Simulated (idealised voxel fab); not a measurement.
Process module in this document: voxel tone inversion
In the cross-section labelled cut, the width is 210 nm and each square cell is 5 nm.
If you're reading a cross-section in this doc, picture square cells in a grid; it comes to you as bands, top ones listed first down to the bottom, and a band can be one or more rows of cells. Within each band entry, the heights of the top and of the bottom of the band appear first, in that order and in nm; the materials of the band then follow from left to right, each with its corresponding width in nm. The designation "edge to edge" on a single material indicates that it fills the band from edge to edge; the designation "air" indicates empty space. The level at which height equals 0 is the one under which the wafer, as it arrives, is entirely one material. No lower edge exists for the bottom band, which continues downward and is notated as in "0 down". With a width like "30->40", each row of cells in the band differs from the next by the same amount, the top row carrying the first number and the bottom row the second. "same as before" means the step left every cell of the cross-section as it was. "Trapped voids" means: voids of 8 cells or more that are shut off from the top with no open way through. Written width x height at distance, distance from the left edge, in nm. If you see something after the settings on a step's line, that's the simulator's own remark about that step. When a step includes a mask, the "overlay nm" setting on its line states how far to the right of its planned place that mask lay, and negative values state how far to the left.

### Process steps foreseen in the plan
1) RECEIVE, material Si
2) CONFORMAL_DEP, material SiCN, thk nm 10
3) DIRECTIONAL_DEP, material polySi, thk nm 15
4) PATTERN, tone cover, mask id POSTS, material resist, width nm 15, pitch nm 35, thk nm 25, overlay nm 0
5) DIRECTIONAL_ETCH, etch materials polySi, depth nm 15
6) STRIP, etch materials resist
7) FILL_DEP, material lowk, thk nm 10
8) CMP, height nm 25
9) STRIP, etch materials polySi
10) CONFORMAL_DEP, material TiN, thk nm 5
11) FILL_DEP, material W, thk nm 5
12) CMP, height nm 25
13) CONFORMAL_DEP, material SiCN, thk nm 5
What sets these wafers apart? The thk nm at step 13. They all start alike, and the plan carries the first wafer's value.

### Cross-section of the first of several received wafers, showing its state after step 1
> 0 down  Si edge to edge
> Trapped voids: none

### First of several wafers: cross-section at the end of the module, after step 13, its last step
> 30 to 25  SiCN edge to edge
> 25 to 15  80 of lowk  5 of TiN  5 of W  5 of TiN  20 of lowk  5 of TiN  5 of W  5 of TiN  80 of lowk
> 15 to 10  80 of lowk  15 of TiN  20 of lowk  15 of TiN  80 of lowk
> 10 to 0  SiCN edge to edge
> 0 down  Si edge to edge
> Trapped voids: none

### Cross-sectional depiction of the last of several wafers upon completion of the module
> 45 to 25  SiCN edge to edge
> 25 to 15  80 of lowk  5 of TiN  5 of W  5 of TiN  20 of lowk  5 of TiN  5 of W  5 of TiN  80 of lowk
> 15 to 10  80 of lowk  15 of TiN  20 of lowk  15 of TiN  80 of lowk
> 10 to 0  SiCN edge to edge
> 0 down  Si edge to edge
> Trapped voids: none

### So in this table every wafer gets its own row, and what you see is where it stands at the end of the module: for each material, how many cells it picked up (+) or gave up (-) since we received it, and after that its closed voids
thk nm 5 | +126 SiCN | +14 TiN | +4 W | +108 lowk | Trapped voids: none
thk nm 10 | +168 SiCN | +14 TiN | +4 W | +108 lowk | Trapped voids: none
thk nm 15 | +210 SiCN | +14 TiN | +4 W | +108 lowk | Trapped voids: none
thk nm 20 | +252 SiCN | +14 TiN | +4 W | +108 lowk | Trapped voids: none
